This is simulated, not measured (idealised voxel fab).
The process module that follows is named voxel gate over fins.
205 nm wide, 5 nm square cells: that's cross-section cut.
Just so we're on the same page, the cross-sections are grids of square cells, and they're listed out in bands top to bottom, each band one or more rows deep.
Top, bottom (nm), then materials left to right with widths (nm); lone material tagged "edge to edge" fills the whole band edge to edge; "empty" = empty space.
Height datum 0, below which the as-received substrate wafer is one material. Lowest band open at the bottom, running downward: "0 down".
With a width like "30->40", each row of cells in the band differs from the next by the same amount, the top row carrying the first number and the bottom row the second.
Reading "remained unchanged" for a step: not a cell of the cross-section changed in it.
Entry "Voids, enclosed" = empty spaces >= 8 cells with no open way to the top; each as width x height at distance, distance from left edge, all nm.
Formally, on a step line, whatever follows the settings is a remark that the simulator itself makes on the step.
What "overlay nm" on a step's line means: if the step has a mask, that mask lay this far to the right of its planned place, or, when the value is negative, to the left.
From here on the document is pairs. In a pair, the cross-section before one process step comes with the cross-section after it, and the latter goes no deeper than the lowest band that changed. What lies in between, the step and its settings, is written under the pair. A pair may be from a different run of this module on the same starting wafer than the pair above it, so it continues from that pair only where its entry headed "Prior to processing" says so.

[Prior to processing]
    5 to 0 = empty (15) | HfO2 (35) | empty (10) | HfO2 (35) | empty (10) | HfO2 (35) | empty (10) | HfO2 (35) | empty (20)
    0 to -5 = empty (15) | HfO2 (5) | Si (25) | HfO2 (5) | empty (10) | HfO2 (5) | Si (25) | HfO2 (5) | empty (10) | HfO2 (5) | Si (25) | HfO2 (5) | empty (10) | HfO2 (5) | Si (25) | HfO2 (5) | empty (20)
    -5 to -10 = HfO2 (20) | Si (25) | HfO2 (20) | Si (25) | HfO2 (20) | Si (25) | HfO2 (20) | Si (25) | HfO2 (25)
    -10 to -35 = SiO2 (20) | Si (25) | SiO2 (20) | Si (25) | SiO2 (20) | Si (25) | SiO2 (20) | Si (25) | SiO2 (25)
    -35 down = Si edge to edge
    Voids, enclosed: none

[Section After Processing]
    10 to 5 = empty (10) | TiN (180) | empty (15)
    5 to 0 = empty (10) | TiN (5) | HfO2 (35) | TiN (10) | HfO2 (35) | TiN (10) | HfO2 (35) | TiN (10) | HfO2 (35) | TiN (5) | empty (15)
    0 to -5 = TiN (15) | HfO2 (5) | Si (25) | HfO2 (5) | TiN (10) | HfO2 (5) | Si (25) | HfO2 (5) | TiN (10) | HfO2 (5) | Si (25) | HfO2 (5) | TiN (10) | HfO2 (5) | Si (25) | HfO2 (5) | TiN (20)
    Whatever lies below -5 is exactly as it was before.
    Voids, enclosed: none
What is the step between the two cross-sections above? CONFORMAL_DEP with material TiN, thk nm 5

Prior to processing: just use the after drawing of the pair above as your starting point.

[Section After Processing]
    25 to 10 = W edge to edge
    10 to 5 = W (10) | TiN (180) | W (15)
    5 to 0 = W (10) | TiN (5) | HfO2 (35) | TiN (10) | HfO2 (35) | TiN (10) | HfO2 (35) | TiN (10) | HfO2 (35) | TiN (5) | W (15)
    Whatever lies below 0 is exactly as it was before.
    Voids, enclosed: none
What is the step between the two cross-sections above? FILL_DEP with material W, thk nm 15

Prior to processing: just use the after drawing of the pair above as your starting point.

[Section After Processing]
    20 to 10 = W edge to edge
    Whatever lies below 10 is exactly as it was before.
    Voids, enclosed: none
What is the step between the two cross-sections above? CMP with height nm 20

Prior to processing: just use the after drawing of the pair above as your starting point.

[Section After Processing]
    30 to 20 = SiCN edge to edge
    Whatever lies below 20 is exactly as it was before.
    Voids, enclosed: none
What is the step between the two cross-sections above? CONFORMAL_DEP with material SiCN, thk nm 10

[Prior to processing]
    10 to 0 = SiN edge to edge
    0 down = Si edge to edge
    Voids, enclosed: none

[Section After Processing]
    30 to 10 = empty (30) | resist (15) | empty (30) | resist (15) | empty (30) | resist (15) | empty (30) | resist (15) | empty (25)
    Whatever lies below 10 is exactly as it was before.
    Voids, enclosed: none
What is the step between the two cross-sections above? PATTERN with tone cover, mask id FINS, material resist, width nm 15, pitch nm 45, thk nm 20, overlay nm 5

Prior to processing: just use the after drawing of the pair above as your starting point.

[Section After Processing]
    30 to 10 = empty (30) | resist (15) | empty (30) | resist (15) | empty (30) | resist (15) | empty (30) | resist (15) | empty (25)
    10 to 0 = empty (30) | SiN (15) | empty (30) | SiN (15) | empty (30) | SiN (15) | empty (30) | SiN (15) | empty (25)
    Whatever lies below 0 is exactly as it was before.
    Voids, enclosed: none
What is the step between the two cross-sections above? DIRECTIONAL_ETCH with etch materials SiN, depth nm 10

Prior to processing: just use the after drawing of the pair above as your starting point.

[Section After Processing]
    30 to 10 = empty (30) | resist (15) | empty (30) | resist (15) | empty (30) | resist (15) | empty (30) | resist (15) | empty (25)
    10 to 0 = empty (30) | SiN (15) | empty (30) | SiN (15) | empty (30) | SiN (15) | empty (30) | SiN (15) | empty (25)
    0 to -35 = empty (30) | Si (15) | empty (30) | Si (15) | empty (30) | Si (15) | empty (30) | Si (15) | empty (25)
    Whatever lies below -35 is exactly as it was before.
    Voids, enclosed: none
What is the step between the two cross-sections above? DIRECTIONAL_ETCH with etch materials Si, depth nm 35

Prior to processing: just use the after drawing of the pair above as your starting point.

[Section After Processing]
    10 to 0 = empty (30) | SiN (15) | empty (30) | SiN (15) | empty (30) | SiN (15) | empty (30) | SiN (15) | empty (25)
    Whatever lies below 0 is exactly as it was before.
    Voids, enclosed: none
What is the step between the two cross-sections above? STRIP with etch materials resist

Prior to processing: just use the after drawing of the pair above as your starting point.

[Section After Processing]
    20 to 10 = SiO2 edge to edge
    10 to 0 = SiO2 (30) | SiN (15) | SiO2 (30) | SiN (15) | SiO2 (30) | SiN (15) | SiO2 (30) | SiN (15) | SiO2 (25)
    0 to -35 = SiO2 (30) | Si (15) | SiO2 (30) | Si (15) | SiO2 (30) | Si (15) | SiO2 (30) | Si (15) | SiO2 (25)
    Whatever lies below -35 is exactly as it was before.
    Voids, enclosed: none
What is the step between the two cross-sections above? FILL_DEP with material SiO2, thk nm 10

Prior to processing: just use the after drawing of the pair above as your starting point.

[Section After Processing]
    10 to 0 = SiO2 (30) | SiN (15) | SiO2 (30) | SiN (15) | SiO2 (30) | SiN (15) | SiO2 (30) | SiN (15) | SiO2 (25)
    Whatever lies below 0 is exactly as it was before.
    Voids, enclosed: none
What is the step between the two cross-sections above? CMP with height nm 10

Prior to processing: just use the after drawing of the pair above as your starting point.

[Section After Processing]
    10 to 0 = empty (30) | SiN (15) | empty (30) | SiN (15) | empty (30) | SiN (15) | empty (30) | SiN (15) | empty (25)
    0 to -10 = empty (30) | Si (15) | empty (30) | Si (15) | empty (30) | Si (15) | empty (30) | Si (15) | empty (25)
    Whatever lies below -10 is exactly as it was before.
    Voids, enclosed: none
What is the step between the two cross-sections above? SELECTIVE_ETCH with etch materials SiO2, depth nm 20

Prior to processing: just use the after drawing of the pair above as your starting point.

[Section After Processing]
    0 to -10 = empty (30) | Si (15) | empty (30) | Si (15) | empty (30) | Si (15) | empty (30) | Si (15) | empty (25)
    Whatever lies below -10 is exactly as it was before.
    Voids, enclosed: none
What is the step between the two cross-sections above? STRIP with etch materials SiN

Prior to processing: just use the after drawing of the pair above as your starting point.

[Section After Processing]
    5 to 0 = empty (25) | HfO2 (25) | empty (20) | HfO2 (25) | empty (20) | HfO2 (25) | empty (20) | HfO2 (25) | empty (20)
    0 to -5 = empty (25) | HfO2 (5) | Si (15) | HfO2 (5) | empty (20) | HfO2 (5) | Si (15) | HfO2 (5) | empty (20) | HfO2 (5) | Si (15) | HfO2 (5) | empty (20) | HfO2 (5) | Si (15) | HfO2 (5) | empty (20)
    -5 to -10 = HfO2 (30) | Si (15) | HfO2 (30) | Si (15) | HfO2 (30) | Si (15) | HfO2 (30) | Si (15) | HfO2 (25)
    Whatever lies below -10 is exactly as it was before.
    Voids, enclosed: none
What is the step between the two cross-sections above? CONFORMAL_DEP with material HfO2, thk nm 5

Prior to processing: just use the after drawing of the pair above as your starting point.

[Section After Processing]
    10 to 5 = empty (20) | TiN (35) | empty (10) | TiN (35) | empty (10) | TiN (35) | empty (10) | TiN (35) | empty (15)
    5 to 0 = empty (20) | TiN (5) | HfO2 (25) | TiN (5) | empty (10) | TiN (5) | HfO2 (25) | TiN (5) | empty (10) | TiN (5) | HfO2 (25) | TiN (5) | empty (10) | TiN (5) | HfO2 (25) | TiN (5) | empty (15)
    0 to -5 = TiN (25) | HfO2 (5) | Si (15) | HfO2 (5) | TiN (20) | HfO2 (5) | Si (15) | HfO2 (5) | TiN (20) | HfO2 (5) | Si (15) | HfO2 (5) | TiN (20) | HfO2 (5) | Si (15) | HfO2 (5) | TiN (20)
    Whatever lies below -5 is exactly as it was before.
    Voids, enclosed: none
What is the step between the two cross-sections above? CONFORMAL_DEP with material TiN, thk nm 5

Prior to processing: just use the after drawing of the pair above as your starting point.

[Section After Processing]
    25 to 10 = W edge to edge
    10 to 5 = W (20) | TiN (35) | W (10) | TiN (35) | W (10) | TiN (35) | W (10) | TiN (35) | W (15)
    5 to 0 = W (20) | TiN (5) | HfO2 (25) | TiN (5) | W (10) | TiN (5) | HfO2 (25) | TiN (5) | W (10) | TiN (5) | HfO2 (25) | TiN (5) | W (10) | TiN (5) | HfO2 (25) | TiN (5) | W (15)
    Whatever lies below 0 is exactly as it was before.
    Voids, enclosed: none
What is the step between the two cross-sections above? FILL_DEP with material W, thk nm 15

Prior to processing: just use the after drawing of the pair above as your starting point.

[Section After Processing]
    20 to 10 = W edge to edge
    Whatever lies below 10 is exactly as it was before.
    Voids, enclosed: none
What is the step between the two cross-sections above? CMP with height nm 20

Prior to processing: just use the after drawing of the pair above as your starting point.

[Section After Processing]
    30 to 20 = SiCN edge to edge
    Whatever lies below 20 is exactly as it was before.
    Voids, enclosed: none
What is the step between the two cross-sections above? CONFORMAL_DEP with material SiCN, thk nm 10

[Prior to processing]
    0 down = Si edge to edge
    Voids, enclosed: none

[Section After Processing]
    10 to 0 = W edge to edge
    Whatever lies below 0 is exactly as it was before.
    Voids, enclosed: none
What is the step between the two cross-sections above? CONFORMAL_DEP with material W, thk nm 10

Prior to processing: just use the after drawing of the pair above as your starting point.

[Section After Processing]
    30 to 10 = empty (25) | resist (15) | empty (30) | resist (15) | empty (30) | resist (15) | empty (30) | resist (15) | empty (30)
    Whatever lies below 10 is exactly as it was before.
    Voids, enclosed: none
What is the step between the two cross-sections above? PATTERN with tone cover, mask id FINS, material resist, width nm 15, pitch nm 45, thk nm 20, overlay nm 0

Prior to processing: just use the after drawing of the pair above as your starting point.

[Section After Processing]
    10 to 0 = W edge to edge
    Whatever lies below 0 is exactly as it was before.
    Voids, enclosed: none
What is the step between the two cross-sections above? STRIP with etch materials resist

Prior to processing: just use the after drawing of the pair above as your starting point.

[Section After Processing]
    20 to 10 = SiO2 edge to edge
    Whatever lies below 10 is exactly as it was before.
    Voids, enclosed: none
What is the step between the two cross-sections above? FILL_DEP with material SiO2, thk nm 10

Prior to processing: just use the after drawing of the pair above as your starting point.

[Section After Processing]
    10 to 0 = W edge to edge
    Whatever lies below 0 is exactly as it was before.
    Voids, enclosed: none
What is the step between the two cross-sections above? CMP with height nm 10

Prior to processing: just use the after drawing of the pair above as your starting point.

[Section After Processing]
    15 to 10 = HfO2 edge to edge
    Whatever lies below 10 is exactly as it was before.
    Voids, enclosed: none
What is the step between the two cross-sections above? CONFORMAL_DEP with material HfO2, thk nm 5

Prior to processing: just use the after drawing of the pair above as your starting point.

[Section After Processing]
    20 to 15 = TiN edge to edge
    Whatever lies below 15 is exactly as it was before.
    Voids, enclosed: none
What is the step between the two cross-sections above? CONFORMAL_DEP with material TiN, thk nm 5

Prior to processing: just use the after drawing of the pair above as your starting point.

[Section After Processing]
    35 to 20 = W edge to edge
    Whatever lies below 20 is exactly as it was before.
    Voids, enclosed: none
What is the step between the two cross-sections above? FILL_DEP with material W, thk nm 15

Prior to processing: just use the after drawing of the pair above as your starting point.

[Section After Processing]
    20 to 15 = TiN edge to edge
    Whatever lies below 15 is exactly as it was before.
    Voids, enclosed: none
What is the step between the two cross-sections above? CMP with height nm 20

Prior to processing: just use the after drawing of the pair above as your starting point.

[Section After Processing]
    30 to 20 = SiCN edge to edge
    Whatever lies below 20 is exactly as it was before.
    Voids, enclosed: none
What is the step between the two cross-sections above? CONFORMAL_DEP with material SiCN, thk nm 10

[Prior to processing]
    10 to 0 = SiN edge to edge
    0 down = Si edge to edge
    Voids, enclosed: none

[Section After Processing]
    30 to 10 = resist (25) | empty (15) | resist (30) | empty (15) | resist (30) | empty (15) | resist (30) | empty (15) | resist (30)
    Whatever lies below 10 is exactly as it was before.
    Voids, enclosed: none
What is the step between the two cross-sections above? PATTERN with tone open, mask id FINS, material resist, width nm 15, pitch nm 45, thk nm 20, overlay nm 0

Prior to processing: just use the after drawing of the pair above as your starting point.

[Section After Processing]
    30 to 10 = resist (25) | empty (15) | resist (30) | empty (15) | resist (30) | empty (15) | resist (30) | empty (15) | resist (30)
    10 to 0 = SiN (25) | empty (15) | SiN (30) | empty (15) | SiN (30) | empty (15) | SiN (30) | empty (15) | SiN (30)
    Whatever lies below 0 is exactly as it was before.
    Voids, enclosed: none
What is the step between the two cross-sections above? DIRECTIONAL_ETCH with etch materials SiN, depth nm 10

Prior to processing: just use the after drawing of the pair above as your starting point.

[Section After Processing]
    30 to 10 = resist (25) | empty (15) | resist (30) | empty (15) | resist (30) | empty (15) | resist (30) | empty (15) | resist (30)
    10 to 0 = SiN (25) | empty (15) | SiN (30) | empty (15) | SiN (30) | empty (15) | SiN (30) | empty (15) | SiN (30)
    0 to -35 = Si (25) | empty (15) | Si (30) | empty (15) | Si (30) | empty (15) | Si (30) | empty (15) | Si (30)
    Whatever lies below -35 is exactly as it was before.
    Voids, enclosed: none
What is the step between the two cross-sections above? DIRECTIONAL_ETCH with etch materials Si, depth nm 35

Prior to processing: just use the after drawing of the pair above as your starting point.

[Section After Processing]
    10 to 0 = SiN (25) | empty (15) | SiN (30) | empty (15) | SiN (30) | empty (15) | SiN (30) | empty (15) | SiN (30)
    Whatever lies below 0 is exactly as it was before.
    Voids, enclosed: none
What is the step between the two cross-sections above? STRIP with etch materials resist

Prior to processing: just use the after drawing of the pair above as your starting point.

[Section After Processing]
    20 to 10 = SiO2 edge to edge
    10 to 0 = SiN (25) | SiO2 (15) | SiN (30) | SiO2 (15) | SiN (30) | SiO2 (15) | SiN (30) | SiO2 (15) | SiN (30)
    0 to -35 = Si (25) | SiO2 (15) | Si (30) | SiO2 (15) | Si (30) | SiO2 (15) | Si (30) | SiO2 (15) | Si (30)
    Whatever lies below -35 is exactly as it was before.
    Voids, enclosed: none
What is the step between the two cross-sections above? FILL_DEP with material SiO2, thk nm 10

Prior to processing: just use the after drawing of the pair above as your starting point.

[Section After Processing]
    10 to 0 = SiN (25) | SiO2 (15) | SiN (30) | SiO2 (15) | SiN (30) | SiO2 (15) | SiN (30) | SiO2 (15) | SiN (30)
    Whatever lies below 0 is exactly as it was before.
    Voids, enclosed: none
What is the step between the two cross-sections above? CMP with height nm 10

Prior to processing: just use the after drawing of the pair above as your starting point.

[Section After Processing]
    10 to 0 = SiN (25) | empty (15) | SiN (30) | empty (15) | SiN (30) | empty (15) | SiN (30) | empty (15) | SiN (30)
    0 to -10 = Si (25) | empty (15) | Si (30) | empty (15) | Si (30) | empty (15) | Si (30) | empty (15) | Si (30)
    Whatever lies below -10 is exactly as it was before.
    Voids, enclosed: none
What is the step between the two cross-sections above? SELECTIVE_ETCH with etch materials SiO2, depth nm 20

Prior to processing: just use the after drawing of the pair above as your starting point.

[Section After Processing]
    0 to -10 = Si (25) | empty (15) | Si (30) | empty (15) | Si (30) | empty (15) | Si (30) | empty (15) | Si (30)
    Whatever lies below -10 is exactly as it was before.
    Voids, enclosed: none
What is the step between the two cross-sections above? STRIP with etch materials SiN

Prior to processing: just use the after drawing of the pair above as your starting point.

[Section After Processing]
    5 to 0 = HfO2 (30) | empty (5) | HfO2 (40) | empty (5) | HfO2 (40) | empty (5) | HfO2 (40) | empty (5) | HfO2 (35)
    0 to -5 = Si (25) | HfO2 (5) | empty (5) | HfO2 (5) | Si (30) | HfO2 (5) | empty (5) | HfO2 (5) | Si (30) | HfO2 (5) | empty (5) | HfO2 (5) | Si (30) | HfO2 (5) | empty (5) | HfO2 (5) | Si (30)
    -5 to -10 = Si (25) | HfO2 (15) | Si (30) | HfO2 (15) | Si (30) | HfO2 (15) | Si (30) | HfO2 (15) | Si (30)
    Whatever lies below -10 is exactly as it was before.
    Voids, enclosed: none
What is the step between the two cross-sections above? CONFORMAL_DEP with material HfO2, thk nm 5

Prior to processing: just use the after drawing of the pair above as your starting point.

[Section After Processing]
    10 to 5 = TiN edge to edge
    5 to 0 = HfO2 (30) | TiN (5) | HfO2 (40) | TiN (5) | HfO2 (40) | TiN (5) | HfO2 (40) | TiN (5) | HfO2 (35)
    0 to -5 = Si (25) | HfO2 (5) | TiN (5) | HfO2 (5) | Si (30) | HfO2 (5) | TiN (5) | HfO2 (5) | Si (30) | HfO2 (5) | TiN (5) | HfO2 (5) | Si (30) | HfO2 (5) | TiN (5) | HfO2 (5) | Si (30)
    Whatever lies below -5 is exactly as it was before.
    Voids, enclosed: none
What is the step between the two cross-sections above? CONFORMAL_DEP with material TiN, thk nm 5

Prior to processing: just use the after drawing of the pair above as your starting point.

[Section After Processing]
    25 to 10 = W edge to edge
    Whatever lies below 10 is exactly as it was before.
    Voids, enclosed: none
What is the step between the two cross-sections above? FILL_DEP with material W, thk nm 15

Prior to processing: just use the after drawing of the pair above as your starting point.

[Section After Processing]
    20 to 10 = W edge to edge
    Whatever lies below 10 is exactly as it was before.
    Voids, enclosed: none
What is the step between the two cross-sections above? CMP with height nm 20

Prior to processing: just use the after drawing of the pair above as your starting point.

[Section After Processing]
    30 to 20 = SiCN edge to edge
    Whatever lies below 20 is exactly as it was before.
    Voids, enclosed: none
What is the step between the two cross-sections above? CONFORMAL_DEP with material SiCN, thk nm 10
